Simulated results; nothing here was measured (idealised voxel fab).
Process module name: voxel self aligned vias
The cross-section on display is named cut; it measures 235 nm wide, and its cells are 5 nm squares.
We lay out every cross-section as a grid of square cells and spell it out in bands from the top down, where one band means one or more rows of cells.
It is stipulated that each band's entry specify, in nanometres, the height of the top of the band and then that of its bottom, followed by the materials of the band in left-to-right sequence, each together with its width in nanometres. A single material marked by the word "full width" is understood to fill the band from edge to edge; the word "empty" is understood to denote empty space.
Note: height 0 marks the level under which the wafer is uniformly one material as received. Lowest band unbounded below, written "0 and below".
Graded width ("30 to 40"): value in top row of band = first number; value in bottom row = second number; row-to-row change constant.
What does "all unchanged" mean for a step? It means no cell of the cross-section changed in that step.
The list in "Closed cavities" covers empty spaces of 8 cells or more that cannot reach the top through any open way, and it gives each as width x height at distance; the distance is from the left edge, and width, height and distance are in nm.
Past the settings on a step's line: simulator remark, on that step.
Among the settings permitted on a step's line is "overlay nm"; applied to a step with a mask, it specifies the extent to which the mask lay to the right of its planned position, whereas a negative figure signifies a position to the left.

-- Process steps (planned)
1) RECEIVE: material Si
2) CONFORMAL_DEP: material SiO2, thk nm 10
3) CONFORMAL_DEP: material SiCN, thk nm 5
4) DIRECTIONAL_DEP: material SiO2, thk nm 20
5) PATTERN: tone open, mask id LINES, material resist, width nm 20, pitch nm 60, thk nm 20, overlay nm 0
6) DIRECTIONAL_ETCH: etch materials SiO2, depth nm 20
7) STRIP: etch materials resist
8) CONFORMAL_DEP: material TiN, thk nm 5
9) FILL_DEP: material Ru, thk nm 5
10) CMP: height nm 35
11) SELECTIVE_ETCH: etch materials W Ru TiN, depth nm 10
12) FILL_DEP: material SiN, thk nm 5
13) CMP: height nm 35
14) DIRECTIONAL_DEP: material SiO2, thk nm 20
15) DIRECTIONAL_DEP: material aC, thk nm 15
16) PATTERN: tone open, mask id VIAS, material resist, width nm 30, thk nm 35, overlay nm 0
17) DIRECTIONAL_ETCH: etch materials aC, depth nm 15
18) STRIP: etch materials resist
19) DIRECTIONAL_ETCH: etch materials SiO2, depth nm 20
20) DIRECTIONAL_ETCH: etch materials SiN, depth nm 10
21) STRIP: etch materials aC
22) CONFORMAL_DEP: material TiN, thk nm 5
23) FILL_DEP: material Ru, thk nm 5
24) CMP: height nm 55
25) CONFORMAL_DEP: material SiN, thk nm 5

-- The first of two wafers, run as planned

-- Delivered wafer in cross-section: state after step 1
* 0 and below  Si full width
* Closed cavities: none

-- The wafer, seen in cross-section, after step 2
* 10 down to 0  SiO2 full width
* Everything below 0 is unchanged.

-- The wafer, seen in cross-section, after step 3
* 15 down to 10  SiCN full width
* Everything below 10 is unchanged.

-- The wafer, seen in cross-section, after step 4
* 35 down to 15  SiO2 full width
* Everything below 15 is unchanged.

-- The wafer, seen in cross-section, after step 5
* 55 down to 35  75 nm resist; 20 nm empty; 40 nm resist; 20 nm empty; 80 nm resist
* Everything below 35 is unchanged.

-- The wafer, seen in cross-section, after step 6
* 55 down to 35  75 nm resist; 20 nm empty; 40 nm resist; 20 nm empty; 80 nm resist
* 35 down to 15  75 nm SiO2; 20 nm empty; 40 nm SiO2; 20 nm empty; 80 nm SiO2
* Everything below 15 is unchanged.

-- The wafer, seen in cross-section, after step 7
* 35 down to 15  75 nm SiO2; 20 nm empty; 40 nm SiO2; 20 nm empty; 80 nm SiO2
* Everything below 15 is unchanged.

-- The wafer, seen in cross-section, after step 8
* 40 down to 35  80 nm TiN; 10 nm empty; 50 nm TiN; 10 nm empty; 85 nm TiN
* 35 down to 20  75 nm SiO2; 5 nm TiN; 10 nm empty; 5 nm TiN; 40 nm SiO2; 5 nm TiN; 10 nm empty; 5 nm TiN; 80 nm SiO2
* 20 down to 15  75 nm SiO2; 20 nm TiN; 40 nm SiO2; 20 nm TiN; 80 nm SiO2
* Everything below 15 is unchanged.

-- The wafer, seen in cross-section, after step 9
* 45 down to 40  Ru full width
* 40 down to 35  80 nm TiN; 10 nm Ru; 50 nm TiN; 10 nm Ru; 85 nm TiN
* 35 down to 20  75 nm SiO2; 5 nm TiN; 10 nm Ru; 5 nm TiN; 40 nm SiO2; 5 nm TiN; 10 nm Ru; 5 nm TiN; 80 nm SiO2
* Everything below 20 is unchanged.

-- The wafer, seen in cross-section, after step 10
* 35 down to 20  75 nm SiO2; 5 nm TiN; 10 nm Ru; 5 nm TiN; 40 nm SiO2; 5 nm TiN; 10 nm Ru; 5 nm TiN; 80 nm SiO2
* Everything below 20 is unchanged.

-- The wafer, seen in cross-section, after step 11
* 35 down to 25  75 nm SiO2; 20 nm empty; 40 nm SiO2; 20 nm empty; 80 nm SiO2
* Everything below 25 is unchanged.

-- The wafer, seen in cross-section, after step 12
* 40 down to 35  SiN full width
* 35 down to 25  75 nm SiO2; 20 nm SiN; 40 nm SiO2; 20 nm SiN; 80 nm SiO2
* Everything below 25 is unchanged.

-- The wafer, seen in cross-section, after step 13
* 35 down to 25  75 nm SiO2; 20 nm SiN; 40 nm SiO2; 20 nm SiN; 80 nm SiO2
* Everything below 25 is unchanged.

-- The wafer, seen in cross-section, after step 14
* 55 down to 35  SiO2 full width
* Everything below 35 is unchanged.

-- The wafer, seen in cross-section, after step 15
* 70 down to 55  aC full width
* Everything below 55 is unchanged.

-- The wafer, seen in cross-section, after step 16
* 105 down to 70  70 nm resist; 30 nm empty; 135 nm resist
* Everything below 70 is unchanged.

-- The wafer, seen in cross-section, after step 17
* 90 down to 70  70 nm resist; 30 nm empty; 135 nm resist
* 70 down to 55  70 nm aC; 30 nm empty; 135 nm aC
* Everything below 55 is unchanged.

-- The wafer, seen in cross-section, after step 18
* 70 down to 55  70 nm aC; 30 nm empty; 135 nm aC
* Everything below 55 is unchanged.

-- The wafer, seen in cross-section, after step 19
* 70 down to 55  70 nm aC; 30 nm empty; 135 nm aC
* 55 down to 35  70 nm SiO2; 30 nm empty; 135 nm SiO2
* Everything below 35 is unchanged.

-- The wafer, seen in cross-section, after step 20
* 70 down to 55  70 nm aC; 30 nm empty; 135 nm aC
* 55 down to 35  70 nm SiO2; 30 nm empty; 135 nm SiO2
* 35 down to 25  75 nm SiO2; 20 nm empty; 40 nm SiO2; 20 nm SiN; 80 nm SiO2
* Everything below 25 is unchanged.

-- The wafer, seen in cross-section, after step 21
* 55 down to 35  70 nm SiO2; 30 nm empty; 135 nm SiO2
* Everything below 35 is unchanged.

-- The wafer, seen in cross-section, after step 22
* 60 down to 55  75 nm TiN; 20 nm empty; 140 nm TiN
* 55 down to 40  70 nm SiO2; 5 nm TiN; 20 nm empty; 5 nm TiN; 135 nm SiO2
* 40 down to 35  70 nm SiO2; 10 nm TiN; 10 nm empty; 10 nm TiN; 135 nm SiO2
* 35 down to 30  75 nm SiO2; 5 nm TiN; 10 nm empty; 5 nm TiN; 40 nm SiO2; 20 nm SiN; 80 nm SiO2
* 30 down to 25  75 nm SiO2; 20 nm TiN; 40 nm SiO2; 20 nm SiN; 80 nm SiO2
* Everything below 25 is unchanged.

-- The wafer, seen in cross-section, after step 23
* 65 down to 60  Ru full width
* 60 down to 55  75 nm TiN; 20 nm Ru; 140 nm TiN
* 55 down to 40  70 nm SiO2; 5 nm TiN; 20 nm Ru; 5 nm TiN; 135 nm SiO2
* 40 down to 35  70 nm SiO2; 10 nm TiN; 10 nm Ru; 10 nm TiN; 135 nm SiO2
* 35 down to 30  75 nm SiO2; 5 nm TiN; 10 nm Ru; 5 nm TiN; 40 nm SiO2; 20 nm SiN; 80 nm SiO2
* Everything below 30 is unchanged.

-- The wafer, seen in cross-section, after step 24
* 55 down to 40  70 nm SiO2; 5 nm TiN; 20 nm Ru; 5 nm TiN; 135 nm SiO2
* Everything below 40 is unchanged.

-- The wafer, seen in cross-section, after step 25
* 60 down to 55  SiN full width
* Everything below 55 is unchanged.

-- Second Wafer (Identical Start and Plan, One Processing Error; Matches First Wafer Through Step 4)

-- Cross-section of the second wafer at the time step 5 of the plan should have ended
* 55 down to 35  80 nm resist; 15 nm empty; 45 nm resist; 15 nm empty; 80 nm resist
* Everything below 35 is unchanged.

-- Cross-section of the second wafer at the time step 6 of the plan should have ended
* 55 down to 35  80 nm resist; 15 nm empty; 45 nm resist; 15 nm empty; 80 nm resist
* 35 down to 15  80 nm SiO2; 15 nm empty; 45 nm SiO2; 15 nm empty; 80 nm SiO2
* Everything below 15 is unchanged.

-- Cross-section of the second wafer at the time step 7 of the plan should have ended
* 35 down to 15  80 nm SiO2; 15 nm empty; 45 nm SiO2; 15 nm empty; 80 nm SiO2
* Everything below 15 is unchanged.

-- Cross-section of the second wafer at the time step 8 of the plan should have ended
* 40 down to 35  85 nm TiN; 5 nm empty; 55 nm TiN; 5 nm empty; 85 nm TiN
* 35 down to 20  80 nm SiO2; 5 nm TiN; 5 nm empty; 5 nm TiN; 45 nm SiO2; 5 nm TiN; 5 nm empty; 5 nm TiN; 80 nm SiO2
* 20 down to 15  80 nm SiO2; 15 nm TiN; 45 nm SiO2; 15 nm TiN; 80 nm SiO2
* Everything below 15 is unchanged.

-- Cross-section of the second wafer at the time step 9 of the plan should have ended
* 45 down to 40  Ru full width
* 40 down to 35  85 nm TiN; 5 nm Ru; 55 nm TiN; 5 nm Ru; 85 nm TiN
* 35 down to 20  80 nm SiO2; 5 nm TiN; 5 nm Ru; 5 nm TiN; 45 nm SiO2; 5 nm TiN; 5 nm Ru; 5 nm TiN; 80 nm SiO2
* Everything below 20 is unchanged.

-- Cross-section of the second wafer at the time step 10 of the plan should have ended
* 35 down to 20  80 nm SiO2; 5 nm TiN; 5 nm Ru; 5 nm TiN; 45 nm SiO2; 5 nm TiN; 5 nm Ru; 5 nm TiN; 80 nm SiO2
* Everything below 20 is unchanged.

-- Cross-section of the second wafer at the time step 11 of the plan should have ended
* 35 down to 25  80 nm SiO2; 15 nm empty; 45 nm SiO2; 15 nm empty; 80 nm SiO2
* Everything below 25 is unchanged.

-- Cross-section of the second wafer at the time step 12 of the plan should have ended
* 40 down to 35  SiN full width
* 35 down to 25  80 nm SiO2; 15 nm SiN; 45 nm SiO2; 15 nm SiN; 80 nm SiO2
* Everything below 25 is unchanged.

-- Cross-section of the second wafer at the time step 13 of the plan should have ended
* 35 down to 25  80 nm SiO2; 15 nm SiN; 45 nm SiO2; 15 nm SiN; 80 nm SiO2
* Everything below 25 is unchanged.

-- Cross-section of the second wafer at the time step 14 of the plan should have ended
* 55 down to 35  SiO2 full width
* Everything below 35 is unchanged.

-- Cross-section of the second wafer at the time step 15 of the plan should have ended
* 70 down to 55  aC full width
* Everything below 55 is unchanged.

-- Cross-section of the second wafer at the time step 16 of the plan should have ended
* 105 down to 70  70 nm resist; 30 nm empty; 135 nm resist
* Everything below 70 is unchanged.

-- Cross-section of the second wafer at the time step 17 of the plan should have ended
* 90 down to 70  70 nm resist; 30 nm empty; 135 nm resist
* 70 down to 55  70 nm aC; 30 nm empty; 135 nm aC
* Everything below 55 is unchanged.

-- Cross-section of the second wafer at the time step 18 of the plan should have ended
* 70 down to 55  70 nm aC; 30 nm empty; 135 nm aC
* Everything below 55 is unchanged.

-- Cross-section of the second wafer at the time step 19 of the plan should have ended
* 70 down to 55  70 nm aC; 30 nm empty; 135 nm aC
* 55 down to 35  70 nm SiO2; 30 nm empty; 135 nm SiO2
* Everything below 35 is unchanged.

-- Cross-section of the second wafer at the time step 20 of the plan should have ended
* 70 down to 55  70 nm aC; 30 nm empty; 135 nm aC
* 55 down to 35  70 nm SiO2; 30 nm empty; 135 nm SiO2
* 35 down to 25  80 nm SiO2; 15 nm empty; 45 nm SiO2; 15 nm SiN; 80 nm SiO2
* Everything below 25 is unchanged.

-- Cross-section of the second wafer at the time step 21 of the plan should have ended
* 55 down to 35  70 nm SiO2; 30 nm empty; 135 nm SiO2
* Everything below 35 is unchanged.

-- Cross-section of the second wafer at the time step 22 of the plan should have ended
* 60 down to 55  75 nm TiN; 20 nm empty; 140 nm TiN
* 55 down to 40  70 nm SiO2; 5 nm TiN; 20 nm empty; 5 nm TiN; 135 nm SiO2
* 40 down to 35  70 nm SiO2; 15 nm TiN; 5 nm empty; 10 nm TiN; 135 nm SiO2
* 35 down to 30  80 nm SiO2; 5 nm TiN; 5 nm empty; 5 nm TiN; 45 nm SiO2; 15 nm SiN; 80 nm SiO2
* 30 down to 25  80 nm SiO2; 15 nm TiN; 45 nm SiO2; 15 nm SiN; 80 nm SiO2
* Everything below 25 is unchanged.

-- Cross-section of the second wafer at the time step 23 of the plan should have ended
* 65 down to 60  Ru full width
* 60 down to 55  75 nm TiN; 20 nm Ru; 140 nm TiN
* 55 down to 40  70 nm SiO2; 5 nm TiN; 20 nm Ru; 5 nm TiN; 135 nm SiO2
* 40 down to 35  70 nm SiO2; 15 nm TiN; 5 nm Ru; 10 nm TiN; 135 nm SiO2
* 35 down to 30  80 nm SiO2; 5 nm TiN; 5 nm Ru; 5 nm TiN; 45 nm SiO2; 15 nm SiN; 80 nm SiO2
* Everything below 30 is unchanged.

-- Cross-section of the second wafer at the time step 24 of the plan should have ended
* 55 down to 40  70 nm SiO2; 5 nm TiN; 20 nm Ru; 5 nm TiN; 135 nm SiO2
* Everything below 40 is unchanged.

-- Cross-section of the second wafer at the time step 25 of the plan should have ended
* 60 down to 55  SiN full width
* Everything below 55 is unchanged.
Deviation noted in wafer processing: in deviation from the planned setting, step 5 was conducted as PATTERN: tone open, mask id LINES, material resist, width nm 15, pitch nm 60, thk nm 20, overlay nm 0
End check, counted in cells, second wafer has more or fewer of these materials than the first: Ru: 4 fewer | SiN: 2 fewer | SiO2: 8 more | TiN: 2 fewer
